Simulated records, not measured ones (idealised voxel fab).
process module | voxel self aligned contacts
cross-section cut | 275 nm wide | cells 5 nm
A cross-section is a grid of square cells, given in bands from the top down. A band is one or more rows of cells.
Each band's line starts with the height of the band's top and of its bottom, in nm. Then come its materials from left to right, each with its width in nm. One material with "throughout" fills the band from edge to edge. "air" is empty space.
Height 0 is the level under which the wafer as received is all one material. The lowest band goes on downwards, as in "0 down".
A width such as "30 to 40" changes by the same amount from each row of cells to the next, from the band's top row to its bottom row.
"no change" after a step means that no cell of the cross-section changed.
closed voids: empty space of 8 cells or more with no open way to the top, each as width x height at its distance from the left edge, in nm
after a step's settings: what the simulator itself notes on the step
overlay nm, on a step with a mask: how far to the right of its planned place the mask lay; to the left if negative
plan
1 op RECEIVE | material Si
2 op OXIDIZE | depth nm 5
3 op DIRECTIONAL_DEP | material polySi | thk nm 30
4 op DIRECTIONAL_DEP | material SiN | thk nm 20
5 op PATTERN | tone cover | mask id GATE | material resist | width nm 35 | pitch nm 65 | thk nm 20 | overlay nm 0
6 op DIRECTIONAL_ETCH | etch materials SiN | depth nm 20
7 op DIRECTIONAL_ETCH | etch materials polySi | depth nm 30
8 op STRIP | etch materials resist
9 op CONFORMAL_DEP | material SiN | thk nm 5
10 op DIRECTIONAL_ETCH | etch materials SiN | depth nm 5
11 op FILL_DEP | material SiO2 | thk nm 10
12 op CMP | height nm 55
13 op PATTERN | tone open | mask id CONTACT | material resist | width nm 40 | pitch nm 65 | thk nm 15 | overlay nm 0
14 op DIRECTIONAL_ETCH | etch materials SiO2 | depth nm 60
15 op STRIP | etch materials resist
16 op CONFORMAL_DEP | material TiN | thk nm 5
17 op FILL_DEP | material W | thk nm 5
18 op CMP | height nm 55
19 op CONFORMAL_DEP | material SiCN | thk nm 5
first wafer, as planned
as received, after step 1
  0 down: Si throughout
  closed voids: none
after step 2
  0 to -5: SiO2 throughout
  below -5: unchanged
after step 3
  30 to 0: polySi throughout
  below 0: unchanged
after step 4
  50 to 30: SiN throughout
  below 30: unchanged
after step 5
  70 to 50: air 55 | resist 35 | air 30 | resist 35 | air 30 | resist 35 | air 55
  below 50: unchanged
after step 6
  70 to 50: air 55 | resist 35 | air 30 | resist 35 | air 30 | resist 35 | air 55
  50 to 30: air 55 | SiN 35 | air 30 | SiN 35 | air 30 | SiN 35 | air 55
  below 30: unchanged
after step 7
  70 to 50: air 55 | resist 35 | air 30 | resist 35 | air 30 | resist 35 | air 55
  50 to 30: air 55 | SiN 35 | air 30 | SiN 35 | air 30 | SiN 35 | air 55
  30 to 0: air 55 | polySi 35 | air 30 | polySi 35 | air 30 | polySi 35 | air 55
  below 0: unchanged
after step 8
  50 to 30: air 55 | SiN 35 | air 30 | SiN 35 | air 30 | SiN 35 | air 55
  below 30: unchanged
after step 9
  55 to 30: air 50 | SiN 45 | air 20 | SiN 45 | air 20 | SiN 45 | air 50
  30 to 5: air 50 | SiN 5 | polySi 35 | SiN 5 | air 20 | SiN 5 | polySi 35 | SiN 5 | air 20 | SiN 5 | polySi 35 | SiN 5 | air 50
  5 to 0: SiN 55 | polySi 35 | SiN 30 | polySi 35 | SiN 30 | polySi 35 | SiN 55
  below 0: unchanged
after step 10
  50 to 30: air 50 | SiN 45 | air 20 | SiN 45 | air 20 | SiN 45 | air 50
  30 to 0: air 50 | SiN 5 | polySi 35 | SiN 5 | air 20 | SiN 5 | polySi 35 | SiN 5 | air 20 | SiN 5 | polySi 35 | SiN 5 | air 50
  below 0: unchanged
after step 11
  60 to 50: SiO2 throughout
  50 to 30: SiO2 50 | SiN 45 | SiO2 20 | SiN 45 | SiO2 20 | SiN 45 | SiO2 50
  30 to 0: SiO2 50 | SiN 5 | polySi 35 | SiN 5 | SiO2 20 | SiN 5 | polySi 35 | SiN 5 | SiO2 20 | SiN 5 | polySi 35 | SiN 5 | SiO2 50
  below 0: unchanged
after step 12
  55 to 50: SiO2 throughout
  below 50: unchanged
after step 13
  70 to 55: resist 85 | air 40 | resist 25 | air 40 | resist 85
  below 55: unchanged
after step 14
  70 to 55: resist 85 | air 40 | resist 25 | air 40 | resist 85
  55 to 50: SiO2 85 | air 40 | SiO2 25 | air 40 | SiO2 85
  50 to 30: SiO2 50 | SiN 45 | air 20 | SiN 45 | air 20 | SiN 45 | SiO2 50
  30 to 0: SiO2 50 | SiN 5 | polySi 35 | SiN 5 | air 20 | SiN 5 | polySi 35 | SiN 5 | air 20 | SiN 5 | polySi 35 | SiN 5 | SiO2 50
  0 to -5: SiO2 95 | air 20 | SiO2 45 | air 20 | SiO2 95
  below -5: unchanged
after step 15
  55 to 50: SiO2 85 | air 40 | SiO2 25 | air 40 | SiO2 85
  below 50: unchanged
after step 16
  60 to 55: TiN 90 | air 30 | TiN 35 | air 30 | TiN 90
  55 to 50: SiO2 85 | TiN 15 | air 10 | TiN 15 | SiO2 25 | TiN 15 | air 10 | TiN 15 | SiO2 85
  50 to 30: SiO2 50 | SiN 45 | TiN 5 | air 10 | TiN 5 | SiN 45 | TiN 5 | air 10 | TiN 5 | SiN 45 | SiO2 50
  30 to 0: SiO2 50 | SiN 5 | polySi 35 | SiN 5 | TiN 5 | air 10 | TiN 5 | SiN 5 | polySi 35 | SiN 5 | TiN 5 | air 10 | TiN 5 | SiN 5 | polySi 35 | SiN 5 | SiO2 50
  0 to -5: SiO2 95 | TiN 20 | SiO2 45 | TiN 20 | SiO2 95
  below -5: unchanged
after step 17
  65 to 60: W throughout
  60 to 55: TiN 90 | W 30 | TiN 35 | W 30 | TiN 90
  55 to 50: SiO2 85 | TiN 15 | W 10 | TiN 15 | SiO2 25 | TiN 15 | W 10 | TiN 15 | SiO2 85
  50 to 30: SiO2 50 | SiN 45 | TiN 5 | W 10 | TiN 5 | SiN 45 | TiN 5 | W 10 | TiN 5 | SiN 45 | SiO2 50
  30 to 0: SiO2 50 | SiN 5 | polySi 35 | SiN 5 | TiN 5 | W 10 | TiN 5 | SiN 5 | polySi 35 | SiN 5 | TiN 5 | W 10 | TiN 5 | SiN 5 | polySi 35 | SiN 5 | SiO2 50
  below 0: unchanged
after step 18
  55 to 50: SiO2 85 | TiN 15 | W 10 | TiN 15 | SiO2 25 | TiN 15 | W 10 | TiN 15 | SiO2 85
  below 50: unchanged
after step 19
  60 to 55: SiCN throughout
  below 55: unchanged
second wafer: like start, like plan, one mistake. Through step 4 it matches the first wafer
when step 5 should have ended
  70 to 50: air 50 | resist 35 | air 30 | resist 35 | air 30 | resist 35 | air 60
  below 50: unchanged
when step 6 should have ended
  70 to 50: air 50 | resist 35 | air 30 | resist 35 | air 30 | resist 35 | air 60
  50 to 30: air 50 | SiN 35 | air 30 | SiN 35 | air 30 | SiN 35 | air 60
  below 30: unchanged
when step 7 should have ended
  70 to 50: air 50 | resist 35 | air 30 | resist 35 | air 30 | resist 35 | air 60
  50 to 30: air 50 | SiN 35 | air 30 | SiN 35 | air 30 | SiN 35 | air 60
  30 to 0: air 50 | polySi 35 | air 30 | polySi 35 | air 30 | polySi 35 | air 60
  below 0: unchanged
when step 8 should have ended
  50 to 30: air 50 | SiN 35 | air 30 | SiN 35 | air 30 | SiN 35 | air 60
  below 30: unchanged
when step 9 should have ended
  55 to 30: air 45 | SiN 45 | air 20 | SiN 45 | air 20 | SiN 45 | air 55
  30 to 5: air 45 | SiN 5 | polySi 35 | SiN 5 | air 20 | SiN 5 | polySi 35 | SiN 5 | air 20 | SiN 5 | polySi 35 | SiN 5 | air 55
  5 to 0: SiN 50 | polySi 35 | SiN 30 | polySi 35 | SiN 30 | polySi 35 | SiN 60
  below 0: unchanged
when step 10 should have ended
  50 to 30: air 45 | SiN 45 | air 20 | SiN 45 | air 20 | SiN 45 | air 55
  30 to 0: air 45 | SiN 5 | polySi 35 | SiN 5 | air 20 | SiN 5 | polySi 35 | SiN 5 | air 20 | SiN 5 | polySi 35 | SiN 5 | air 55
  below 0: unchanged
when step 11 should have ended
  60 to 50: SiO2 throughout
  50 to 30: SiO2 45 | SiN 45 | SiO2 20 | SiN 45 | SiO2 20 | SiN 45 | SiO2 55
  30 to 0: SiO2 45 | SiN 5 | polySi 35 | SiN 5 | SiO2 20 | SiN 5 | polySi 35 | SiN 5 | SiO2 20 | SiN 5 | polySi 35 | SiN 5 | SiO2 55
  below 0: unchanged
when step 12 should have ended
  55 to 50: SiO2 throughout
  below 50: unchanged
when step 13 should have ended
  70 to 55: resist 85 | air 40 | resist 25 | air 40 | resist 85
  below 55: unchanged
when step 14 should have ended
  70 to 55: resist 85 | air 40 | resist 25 | air 40 | resist 85
  55 to 50: SiO2 85 | air 40 | SiO2 25 | air 40 | SiO2 85
  50 to 30: SiO2 45 | SiN 45 | air 20 | SiN 45 | air 20 | SiN 45 | SiO2 55
  30 to 0: SiO2 45 | SiN 5 | polySi 35 | SiN 5 | air 20 | SiN 5 | polySi 35 | SiN 5 | air 20 | SiN 5 | polySi 35 | SiN 5 | SiO2 55
  0 to -5: SiO2 90 | air 20 | SiO2 45 | air 20 | SiO2 100
  below -5: unchanged
when step 15 should have ended
  55 to 50: SiO2 85 | air 40 | SiO2 25 | air 40 | SiO2 85
  below 50: unchanged
when step 16 should have ended
  60 to 55: TiN 90 | air 30 | TiN 35 | air 30 | TiN 90
  55 to 50: SiO2 85 | TiN 10 | air 10 | TiN 20 | SiO2 25 | TiN 10 | air 10 | TiN 20 | SiO2 85
  50 to 30: SiO2 45 | SiN 45 | TiN 5 | air 10 | TiN 5 | SiN 45 | TiN 5 | air 10 | TiN 5 | SiN 45 | SiO2 55
  30 to 0: SiO2 45 | SiN 5 | polySi 35 | SiN 5 | TiN 5 | air 10 | TiN 5 | SiN 5 | polySi 35 | SiN 5 | TiN 5 | air 10 | TiN 5 | SiN 5 | polySi 35 | SiN 5 | SiO2 55
  0 to -5: SiO2 90 | TiN 20 | SiO2 45 | TiN 20 | SiO2 100
  below -5: unchanged
when step 17 should have ended
  65 to 60: W throughout
  60 to 55: TiN 90 | W 30 | TiN 35 | W 30 | TiN 90
  55 to 50: SiO2 85 | TiN 10 | W 10 | TiN 20 | SiO2 25 | TiN 10 | W 10 | TiN 20 | SiO2 85
  50 to 30: SiO2 45 | SiN 45 | TiN 5 | W 10 | TiN 5 | SiN 45 | TiN 5 | W 10 | TiN 5 | SiN 45 | SiO2 55
  30 to 0: SiO2 45 | SiN 5 | polySi 35 | SiN 5 | TiN 5 | W 10 | TiN 5 | SiN 5 | polySi 35 | SiN 5 | TiN 5 | W 10 | TiN 5 | SiN 5 | polySi 35 | SiN 5 | SiO2 55
  below 0: unchanged
when step 18 should have ended
  55 to 50: SiO2 85 | TiN 10 | W 10 | TiN 20 | SiO2 25 | TiN 10 | W 10 | TiN 20 | SiO2 85
  below 50: unchanged
when step 19 should have ended
  60 to 55: SiCN throughout
  below 55: unchanged
what went wrong: step 5 ran as: op PATTERN | tone cover | mask id GATE | material resist | width nm 35 | pitch nm 65 | thk nm 20 | overlay nm -5
at the end the second wafer has, in cells: as many of each material as the first, in other places
